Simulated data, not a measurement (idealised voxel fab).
Process module, titled voxel wiring stack
Section shown: cut. Width: 250 nm. Cell size: 5 nm, square.
Square cells in a grid make up a cross-section in this document, and the grid is given as bands, listed from the top down, each one or more rows of cells.
Heads up on the band format: heights come first, top then bottom, in nm. After that it's the materials left to right, each with its width in nm. A single material flagged "everywhere" fills the whole band edge to edge, and "air" means there's empty space there.
Heights are measured from 0, the level below which the as-received wafer is all one material; the lowest band has no bottom and continues downward, written as in "0 -> down".
A two-number width, for instance "30..40", indicates that the width is equal to the first number in the top row of the band and to the second number in the bottom row, and that it changes by a constant amount per row of cells.
"no modifications", as given for a step, is the statement that not any cell of the cross-section underwent a change during that step.
In "Fully closed voids" the enclosed voids are listed, meaning empty spaces of 8 cells or larger without any opening to the top. The form is width x height at distance, distance from the left edge, units nm.
Where a step's line continues beyond its settings, the continuation is a remark by the simulator itself on that step.
overlay nm, on a step with a mask: how far to the right of its planned place the mask lay; to the left if negative

Process steps - plan:
1) RECEIVE (material Si)
2) CONFORMAL_DEP (material SiO2; thk nm 10)
3) DIRECTIONAL_DEP (material TiN; thk nm 5)
4) DIRECTIONAL_DEP (material W; thk nm 15)
5) DIRECTIONAL_DEP (material aC; thk nm 10)
6) PATTERN (tone cover; mask id METAL_1; material resist; width nm 30; pitch nm 50; thk nm 25; overlay nm 0)
7) DIRECTIONAL_ETCH (etch materials aC; depth nm 10)
8) STRIP (etch materials resist)
9) DIRECTIONAL_ETCH (etch materials W; depth nm 15)
10) DIRECTIONAL_ETCH (etch materials TiN; depth nm 5)
11) STRIP (etch materials aC)
12) FILL_DEP (material lowk; thk nm 5)
13) CMP (height nm 30)
14) CONFORMAL_DEP (material SiCN; thk nm 5)
15) DIRECTIONAL_DEP (material lowk; thk nm 25)
16) DIRECTIONAL_DEP (material aC; thk nm 10)
17) PATTERN (tone open; mask id METAL_2; material resist; width nm 30; pitch nm 50; thk nm 25; overlay nm 0)
18) DIRECTIONAL_ETCH (etch materials aC; depth nm 10)
19) STRIP (etch materials resist)
20) DIRECTIONAL_ETCH (etch materials lowk; depth nm 15)
21) STRIP (etch materials aC)
22) MASKED_ETCH (tone open; mask id METAL_2_HOLES; width nm 15; pitch nm 50; etch materials lowk; depth nm 10; overlay nm 0)
23) MASKED_ETCH (tone open; mask id METAL_2_HOLES; width nm 15; pitch nm 50; etch materials SiCN; depth nm 5; overlay nm 0)
24) CONFORMAL_DEP (material TiN; thk nm 5)
25) FILL_DEP (material Cu; thk nm 10)
26) CMP (height nm 60)
27) CONFORMAL_DEP (material SiCN; thk nm 5)
28) DIRECTIONAL_DEP (material SiO2; thk nm 15)
29) PATTERN (tone open; mask id PLUG_2; material resist; width nm 15; pitch nm 50; thk nm 15; overlay nm 0)
30) DIRECTIONAL_ETCH (etch materials SiO2; depth nm 15)
31) DIRECTIONAL_ETCH (etch materials SiCN; depth nm 5)
32) STRIP (etch materials resist)
33) EPI (material Ru; thk nm 10)
34) EPI (material Ru; thk nm 10)
35) DIRECTIONAL_DEP (material TiN; thk nm 5)
36) DIRECTIONAL_DEP (material Ru; thk nm 25)
37) MASKED_ETCH (tone cover; mask id METAL_3; width nm 30; pitch nm 50; etch materials Ru; depth nm 25; overlay nm 0)
38) MASKED_ETCH (tone cover; mask id METAL_3; width nm 30; pitch nm 50; etch materials TiN; depth nm 5; overlay nm 0)
39) CONFORMAL_DEP (material SiCN; thk nm 5)
40) FILL_DEP (material lowk; thk nm 5)
41) CMP (height nm 110)
42) CONFORMAL_DEP (material SiCN; thk nm 5)

Wafer at receipt (post step 1), cross-section:
0 -> down: Si everywhere
Fully closed voids: none

End-of-module cross-section of the first of two wafers, processed as planned:
115 -> 110: SiCN everywhere
110 -> 85: 55 nm lowk  5 nm SiCN  30 nm Ru  5 nm SiCN  10 nm lowk  5 nm SiCN  30 nm Ru  5 nm SiCN  10 nm lowk  5 nm SiCN  30 nm Ru  5 nm SiCN  55 nm lowk
85 -> 80: 60 nm SiCN  30 nm TiN  20 nm SiCN  30 nm TiN  20 nm SiCN  30 nm TiN  60 nm SiCN
80 -> 65: 60 nm SiO2  15 nm Ru  35 nm SiO2  15 nm Ru  35 nm SiO2  15 nm Ru  75 nm SiO2
65 -> 60: 60 nm SiCN  15 nm Ru  35 nm SiCN  15 nm Ru  35 nm SiCN  15 nm Ru  75 nm SiCN
60 -> 50: 60 nm lowk  5 nm TiN  20 nm Cu  5 nm TiN  20 nm lowk  5 nm TiN  20 nm Cu  5 nm TiN  20 nm lowk  5 nm TiN  20 nm Cu  5 nm TiN  60 nm lowk
50 -> 45: 60 nm lowk  5 nm TiN  5 nm Cu  20 nm TiN  20 nm lowk  5 nm TiN  5 nm Cu  20 nm TiN  20 nm lowk  5 nm TiN  5 nm Cu  20 nm TiN  60 nm lowk
45 -> 35: 60 nm lowk  5 nm TiN  5 nm Cu  5 nm TiN  35 nm lowk  5 nm TiN  5 nm Cu  5 nm TiN  35 nm lowk  5 nm TiN  5 nm Cu  5 nm TiN  75 nm lowk
35 -> 30: 60 nm SiCN  15 nm TiN  35 nm SiCN  15 nm TiN  35 nm SiCN  15 nm TiN  75 nm SiCN
30 -> 15: 60 nm lowk  30 nm W  20 nm lowk  30 nm W  20 nm lowk  30 nm W  60 nm lowk
15 -> 10: 60 nm lowk  30 nm TiN  20 nm lowk  30 nm TiN  20 nm lowk  30 nm TiN  60 nm lowk
10 -> 0: SiO2 everywhere
0 -> down: Si everywhere
Fully closed voids: none

Second wafer of the two, sectioned at the end of the module. It began like the first and followed the same plan, but one mistake was made while running it:
115 -> 110: SiCN everywhere
110 -> 100: 55 nm lowk  5 nm SiCN  30 nm Ru  5 nm SiCN  10 nm lowk  5 nm SiCN  30 nm Ru  5 nm SiCN  10 nm lowk  5 nm SiCN  30 nm Ru  5 nm SiCN  55 nm lowk
100 -> 95: 60 nm SiCN  15 nm Ru  15 nm TiN  20 nm SiCN  15 nm Ru  15 nm TiN  20 nm SiCN  15 nm Ru  15 nm TiN  60 nm SiCN
95 -> 85: 60 nm SiO2  15 nm Ru  35 nm SiO2  15 nm Ru  35 nm SiO2  15 nm Ru  75 nm SiO2
85 -> 80: 60 nm SiO2  15 nm TiN  35 nm SiO2  15 nm TiN  35 nm SiO2  15 nm TiN  75 nm SiO2
80 -> 65: SiO2 everywhere
65 -> 60: SiCN everywhere
60 -> 50: 60 nm lowk  5 nm TiN  20 nm Cu  5 nm TiN  20 nm lowk  5 nm TiN  20 nm Cu  5 nm TiN  20 nm lowk  5 nm TiN  20 nm Cu  5 nm TiN  60 nm lowk
50 -> 45: 60 nm lowk  5 nm TiN  5 nm Cu  20 nm TiN  20 nm lowk  5 nm TiN  5 nm Cu  20 nm TiN  20 nm lowk  5 nm TiN  5 nm Cu  20 nm TiN  60 nm lowk
45 -> 35: 60 nm lowk  5 nm TiN  5 nm Cu  5 nm TiN  35 nm lowk  5 nm TiN  5 nm Cu  5 nm TiN  35 nm lowk  5 nm TiN  5 nm Cu  5 nm TiN  75 nm lowk
35 -> 30: 60 nm SiCN  15 nm TiN  35 nm SiCN  15 nm TiN  35 nm SiCN  15 nm TiN  75 nm SiCN
30 -> 15: 60 nm lowk  30 nm W  20 nm lowk  30 nm W  20 nm lowk  30 nm W  60 nm lowk
15 -> 10: 60 nm lowk  30 nm TiN  20 nm lowk  30 nm TiN  20 nm lowk  30 nm TiN  60 nm lowk
10 -> 0: SiO2 everywhere
0 -> down: Si everywhere
Fully closed voids: none
Error vs. plan: step 28 was run twice
at the end the second wafer has, in cells: Ru -63 | SiCN -9 | SiO2 +150 | lowk -78
